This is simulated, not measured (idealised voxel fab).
process module | voxel released beams
cross-section cut | 205 nm wide | cells 5 nm
A cross-section is a grid of square cells, given in bands from the top down. A band is one or more rows of cells.
Each band's line starts with the height of the band's top and of its bottom, in nm. Then come its materials from left to right, each with its width in nm. One material with "throughout" fills the band from edge to edge. "air" is empty space.
Height 0 is the level under which the wafer as received is all one material. The lowest band goes on downwards, as in "0 down".
A width such as "30 to 40" changes by the same amount from each row of cells to the next, from the band's top row to its bottom row.
"no change" after a step means that no cell of the cross-section changed.
closed voids: empty space of 8 cells or more with no open way to the top, each as width x height at its distance from the left edge, in nm
after a step's settings: what the simulator itself notes on the step
overlay nm, on a step with a mask: how far to the right of its planned place the mask lay; to the left if negative
plan
1 op RECEIVE | material Si
2 op CONFORMAL_DEP | material Al2O3 | thk nm 10
3 op DIRECTIONAL_DEP | material SiO2 | thk nm 20
4 op PATTERN | tone open | mask id ANCHOR | material resist | width nm 35 | thk nm 20 | overlay nm 0
5 op DIRECTIONAL_ETCH | etch materials SiO2 | depth nm 20
6 op STRIP | etch materials resist
7 op CONFORMAL_DEP | material SiN | thk nm 10
8 op PATTERN | tone cover | mask id BEAM | material resist | width nm 110 | thk nm 15 | overlay nm 0
9 op DIRECTIONAL_ETCH | etch materials SiN | depth nm 10
10 op STRIP | etch materials resist
11 op STRIP | etch materials SiO2
as received, after step 1
  0 down: Si throughout
  closed voids: none
a wafer at the end: this start, this plan, one mistake
  30 to 20: air 45 | SiN 15 | air 15 | SiN 80 | air 50
  20 to 10: air 50 | SiN 10 | air 15 | SiN 10 | air 120
  10 to 0: air 50 | SiN 35 | air 120
  0 down: Si throughout
  closed voids: none
what went wrong: step 2 was left out
